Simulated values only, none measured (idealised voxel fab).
Process module under the name voxel lift off
Cross-section cut: width 285 nm, square cells of 5 nm.
Format of a cross-section: grid, square cells. Given as bands. Order: top down. Band: one or more rows of cells.
Read a band's entry like this: the first values are the height of its top and the height of its bottom in nm, and what follows is the sequence of materials from left to right, each with its width in nm. Note that "blank" is empty space, and that a single material marked "throughout" reaches across the band from edge to edge.
Height datum 0, below which the as-received substrate wafer is one material. Lowest band open at the bottom, running downward: "from 0 down".
Note: "30..40" means the width goes from the first number (top row of the band) to the second number (bottom row) in equal steps per row of cells.
Given "no modification" for a step, no cell of the cross-section differs between before and after that step.
For the entry "Voids lacking openings", the listed items are empty spaces with no open way to the top whose size is 8 cells or more; each item follows the pattern width x height at distance, where distance is from the left edge and all three are in nm.
If you see something after the settings on a step's line, that's the simulator's own remark about that step.
A step's line can hold "overlay nm"; with a mask on that step, the setting says how far right of the planned place the mask lay, while a negative setting says it lay to the left.
SO HERE'S THE LINEUP OF PROCESS STEPS WE PLANNED
1. RECEIVE (material Si)
2. CONFORMAL_DEP (material SiO2; thk nm 15)
3. PATTERN (tone open; mask id LINES; material resist; width nm 15; pitch nm 40; thk nm 15; overlay nm 0)
4. DIRECTIONAL_DEP (material Ru; thk nm 5)
5. STRIP (etch materials resist)
6. CONFORMAL_DEP (material SiCN; thk nm 10)
CONCERNING THE FIRST OF TWO WAFERS, WHICH WAS RUN IN ACCORDANCE WITH THE PLAN
AS RECEIVED (POST STEP 1): CROSS-SECTION
* from 0 down: Si throughout
* Voids lacking openings: none
AFTER STEP 2, IN CROSS-SECTION
* from 15 to 0: SiO2 throughout
* For the remainder of the cross-section, below 0, there is no change.
AFTER STEP 3, IN CROSS-SECTION
* from 30 to 15: resist (75) / blank (15) / resist (25) / blank (15) / resist (25) / blank (15) / resist (25) / blank (15) / resist (75)
* For the remainder of the cross-section, below 15, there is no change.
AFTER STEP 4, IN CROSS-SECTION
* from 35 to 30: Ru (75) / blank (15) / Ru (25) / blank (15) / Ru (25) / blank (15) / Ru (25) / blank (15) / Ru (75)
* from 30 to 20: resist (75) / blank (15) / resist (25) / blank (15) / resist (25) / blank (15) / resist (25) / blank (15) / resist (75)
* from 20 to 15: resist (75) / Ru (15) / resist (25) / Ru (15) / resist (25) / Ru (15) / resist (25) / Ru (15) / resist (75)
* For the remainder of the cross-section, below 15, there is no change.
AFTER STEP 5, IN CROSS-SECTION
* from 20 to 15: blank (75) / Ru (15) / blank (25) / Ru (15) / blank (25) / Ru (15) / blank (25) / Ru (15) / blank (75)
* For the remainder of the cross-section, below 15, there is no change.
AFTER STEP 6, IN CROSS-SECTION
* from 30 to 25: blank (65) / SiCN (35) / blank (5) / SiCN (35) / blank (5) / SiCN (35) / blank (5) / SiCN (35) / blank (65)
* from 25 to 20: SiCN throughout
* from 20 to 15: SiCN (75) / Ru (15) / SiCN (25) / Ru (15) / SiCN (25) / Ru (15) / SiCN (25) / Ru (15) / SiCN (75)
* For the remainder of the cross-section, below 15, there is no change.
SECOND WAFER, SAME STARTING CONDITIONS AND RECIPE AS THE FIRST, ONE MISTAKE IN EXECUTING IT, NOTHING DIFFERS FROM THE FIRST UP TO AND INCLUDING STEP 2
AT THE PLANNED END OF STEP 3, THE SECOND WAFER IN CROSS-SECTION
* from 30 to 15: resist (70) / blank (25) / resist (15) / blank (25) / resist (15) / blank (25) / resist (15) / blank (25) / resist (70)
* For the remainder of the cross-section, below 15, there is no change.
AT THE PLANNED END OF STEP 4, THE SECOND WAFER IN CROSS-SECTION
* from 35 to 30: Ru (70) / blank (25) / Ru (15) / blank (25) / Ru (15) / blank (25) / Ru (15) / blank (25) / Ru (70)
* from 30 to 20: resist (70) / blank (25) / resist (15) / blank (25) / resist (15) / blank (25) / resist (15) / blank (25) / resist (70)
* from 20 to 15: resist (70) / Ru (25) / resist (15) / Ru (25) / resist (15) / Ru (25) / resist (15) / Ru (25) / resist (70)
* For the remainder of the cross-section, below 15, there is no change.
AT THE PLANNED END OF STEP 5, THE SECOND WAFER IN CROSS-SECTION
* from 20 to 15: blank (70) / Ru (25) / blank (15) / Ru (25) / blank (15) / Ru (25) / blank (15) / Ru (25) / blank (70)
* For the remainder of the cross-section, below 15, there is no change.
AT THE PLANNED END OF STEP 6, THE SECOND WAFER IN CROSS-SECTION
* from 30 to 25: blank (60) / SiCN (165) / blank (60)
* from 25 to 20: SiCN throughout
* from 20 to 15: SiCN (70) / Ru (25) / SiCN (15) / Ru (25) / SiCN (15) / Ru (25) / SiCN (15) / Ru (25) / SiCN (70)
* For the remainder of the cross-section, below 15, there is no change.
Nonconformance to the process plan: step 3 did not use the planned setting and instead ran as PATTERN (tone open; mask id LINES; material resist; width nm 25; pitch nm 40; thk nm 15; overlay nm 0)
Wafer comparison, final, in cells, second relative to first, materials more or fewer: Ru: 8 more, SiCN: 3 fewer
